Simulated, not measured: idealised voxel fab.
process module | voxel self aligned contacts
cross-section cut | 145 nm wide | cells 5 nm
A cross-section is a grid of square cells, given in bands from the top down. A band is one or more rows of cells.
Each band's line starts with the height of the band's top and of its bottom, in nm. Then come its materials from left to right, each with its width in nm. One material with "throughout" fills the band from edge to edge. "air" is empty space.
Height 0 is the level under which the wafer as received is all one material. The lowest band goes on downwards, as in "0 down".
A width such as "30 to 40" changes by the same amount from each row of cells to the next, from the band's top row to its bottom row.
"no change" after a step means that no cell of the cross-section changed.
closed voids: empty space of 8 cells or more with no open way to the top, each as width x height at its distance from the left edge, in nm
after a step's settings: what the simulator itself notes on the step
overlay nm, on a step with a mask: how far to the right of its planned place the mask lay; to the left if negative
plan
1 op RECEIVE | material Si
2 op CONFORMAL_DEP | material SiO2 | thk nm 5
3 op DIRECTIONAL_DEP | material polySi | thk nm 30
4 op DIRECTIONAL_DEP | material SiN | thk nm 20
5 op MASKED_ETCH | tone cover | mask id GATE | width nm 25 | pitch nm 60 | etch materials SiN | depth nm 20 | overlay nm 0
6 op MASKED_ETCH | tone cover | mask id GATE | width nm 25 | pitch nm 60 | etch materials polySi | depth nm 30 | overlay nm 0
7 op CONFORMAL_DEP | material SiN | thk nm 5
8 op DIRECTIONAL_ETCH | etch materials SiN | depth nm 5
9 op FILL_DEP | material SiO2 | thk nm 20
10 op CMP | height nm 65
11 op DIRECTIONAL_DEP | material aC | thk nm 15
12 op PATTERN | tone open | mask id CONTACT | material resist | width nm 45 | thk nm 30 | overlay nm 0
13 op DIRECTIONAL_ETCH | etch materials aC | depth nm 15
14 op STRIP | etch materials resist
15 op DIRECTIONAL_ETCH | etch materials SiO2 | depth nm 65
16 op STRIP | etch materials aC
17 op CONFORMAL_DEP | material TiN | thk nm 5
18 op FILL_DEP | material Ru | thk nm 5
19 op CMP | height nm 65
20 op CONFORMAL_DEP | material SiN | thk nm 5
first wafer, as planned
as received, after step 1
  0 down: Si throughout
  closed voids: none
after step 2
  5 to 0: SiO2 throughout
  below 0: unchanged
after step 3
  35 to 5: polySi throughout
  below 5: unchanged
after step 4
  55 to 35: SiN throughout
  below 35: unchanged
after step 5
  55 to 35: air 30 | SiN 25 | air 35 | SiN 25 | air 30
  below 35: unchanged
after step 6
  55 to 35: air 30 | SiN 25 | air 35 | SiN 25 | air 30
  35 to 5: air 30 | polySi 25 | air 35 | polySi 25 | air 30
  below 5: unchanged
after step 7
  60 to 35: air 25 | SiN 35 | air 25 | SiN 35 | air 25
  35 to 10: air 25 | SiN 5 | polySi 25 | SiN 5 | air 25 | SiN 5 | polySi 25 | SiN 5 | air 25
  10 to 5: SiN 30 | polySi 25 | SiN 35 | polySi 25 | SiN 30
  below 5: unchanged
after step 8
  55 to 35: air 25 | SiN 35 | air 25 | SiN 35 | air 25
  35 to 5: air 25 | SiN 5 | polySi 25 | SiN 5 | air 25 | SiN 5 | polySi 25 | SiN 5 | air 25
  below 5: unchanged
after step 9
  75 to 55: SiO2 throughout
  55 to 35: SiO2 25 | SiN 35 | SiO2 25 | SiN 35 | SiO2 25
  35 to 5: SiO2 25 | SiN 5 | polySi 25 | SiN 5 | SiO2 25 | SiN 5 | polySi 25 | SiN 5 | SiO2 25
  below 5: unchanged
after step 10
  65 to 55: SiO2 throughout
  below 55: unchanged
after step 11
  80 to 65: aC throughout
  below 65: unchanged
after step 12
  110 to 80: resist 50 | air 45 | resist 50
  below 80: unchanged
after step 13
  95 to 80: resist 50 | air 45 | resist 50
  80 to 65: aC 50 | air 45 | aC 50
  below 65: unchanged
after step 14
  80 to 65: aC 50 | air 45 | aC 50
  below 65: unchanged
after step 15
  80 to 65: aC 50 | air 45 | aC 50
  65 to 55: SiO2 50 | air 45 | SiO2 50
  55 to 35: SiO2 25 | SiN 35 | air 25 | SiN 35 | SiO2 25
  35 to 5: SiO2 25 | SiN 5 | polySi 25 | SiN 5 | air 25 | SiN 5 | polySi 25 | SiN 5 | SiO2 25
  5 to 0: SiO2 60 | air 25 | SiO2 60
  below 0: unchanged
after step 16
  65 to 55: SiO2 50 | air 45 | SiO2 50
  below 55: unchanged
after step 17
  70 to 65: TiN 55 | air 35 | TiN 55
  65 to 55: SiO2 50 | TiN 5 to 15 | air 35 to 15 | TiN 5 to 15 | SiO2 50
  55 to 35: SiO2 25 | SiN 35 | TiN 5 | air 15 | TiN 5 | SiN 35 | SiO2 25
  35 to 5: SiO2 25 | SiN 5 | polySi 25 | SiN 5 | TiN 5 | air 15 | TiN 5 | SiN 5 | polySi 25 | SiN 5 | SiO2 25
  5 to 0: SiO2 60 | TiN 25 | SiO2 60
  below 0: unchanged
after step 18
  75 to 70: Ru throughout
  70 to 65: TiN 55 | Ru 35 | TiN 55
  65 to 55: SiO2 50 | TiN 5 to 15 | Ru 35 to 15 | TiN 5 to 15 | SiO2 50
  55 to 35: SiO2 25 | SiN 35 | TiN 5 | Ru 15 | TiN 5 | SiN 35 | SiO2 25
  35 to 5: SiO2 25 | SiN 5 | polySi 25 | SiN 5 | TiN 5 | Ru 15 | TiN 5 | SiN 5 | polySi 25 | SiN 5 | SiO2 25
  below 5: unchanged
after step 19
  65 to 55: SiO2 50 | TiN 5 to 15 | Ru 35 to 15 | TiN 5 to 15 | SiO2 50
  below 55: unchanged
after step 20
  70 to 65: SiN throughout
  below 65: unchanged
second wafer: like start, like plan, one mistake. Through step 3 it matches the first wafer
when step 4 should have ended
  75 to 35: SiN throughout
  below 35: unchanged
when step 5 should have ended
  75 to 55: air 30 | SiN 25 | air 35 | SiN 25 | air 30
  below 55: unchanged
when step 6 should have ended: no change
when step 7 should have ended
  80 to 60: air 25 | SiN 35 | air 25 | SiN 35 | air 25
  60 to 35: SiN throughout
  below 35: unchanged
when step 8 should have ended
  75 to 55: air 25 | SiN 35 | air 25 | SiN 35 | air 25
  below 55: unchanged
when step 9 should have ended
  95 to 75: SiO2 throughout
  75 to 55: SiO2 25 | SiN 35 | SiO2 25 | SiN 35 | SiO2 25
  below 55: unchanged
when step 10 should have ended
  65 to 55: SiO2 25 | SiN 35 | SiO2 25 | SiN 35 | SiO2 25
  below 55: unchanged
when step 11 should have ended
  80 to 65: aC throughout
  below 65: unchanged
when step 12 should have ended
  110 to 80: resist 50 | air 45 | resist 50
  below 80: unchanged
when step 13 should have ended
  95 to 80: resist 50 | air 45 | resist 50
  80 to 65: aC 50 | air 45 | aC 50
  below 65: unchanged
when step 14 should have ended
  80 to 65: aC 50 | air 45 | aC 50
  below 65: unchanged
when step 15 should have ended
  80 to 65: aC 50 | air 45 | aC 50
  65 to 55: SiO2 25 | SiN 35 | air 25 | SiN 35 | SiO2 25
  below 55: unchanged
when step 16 should have ended
  65 to 55: SiO2 25 | SiN 35 | air 25 | SiN 35 | SiO2 25
  below 55: unchanged
when step 17 should have ended
  70 to 65: TiN 65 | air 15 | TiN 65
  65 to 60: SiO2 25 | SiN 35 | TiN 5 | air 15 | TiN 5 | SiN 35 | SiO2 25
  60 to 55: SiO2 25 | SiN 35 | TiN 25 | SiN 35 | SiO2 25
  below 55: unchanged
when step 18 should have ended
  75 to 70: Ru throughout
  70 to 65: TiN 65 | Ru 15 | TiN 65
  65 to 60: SiO2 25 | SiN 35 | TiN 5 | Ru 15 | TiN 5 | SiN 35 | SiO2 25
  below 60: unchanged
when step 19 should have ended
  65 to 60: SiO2 25 | SiN 35 | TiN 5 | Ru 15 | TiN 5 | SiN 35 | SiO2 25
  below 60: unchanged
when step 20 should have ended
  70 to 65: SiN throughout
  below 65: unchanged
what went wrong: step 4 was run twice
at the end the second wafer has, in cells: 37 fewer of Ru | 64 more of SiN | 115 fewer of SiO2 | 26 fewer of TiN | 114 more of polySi
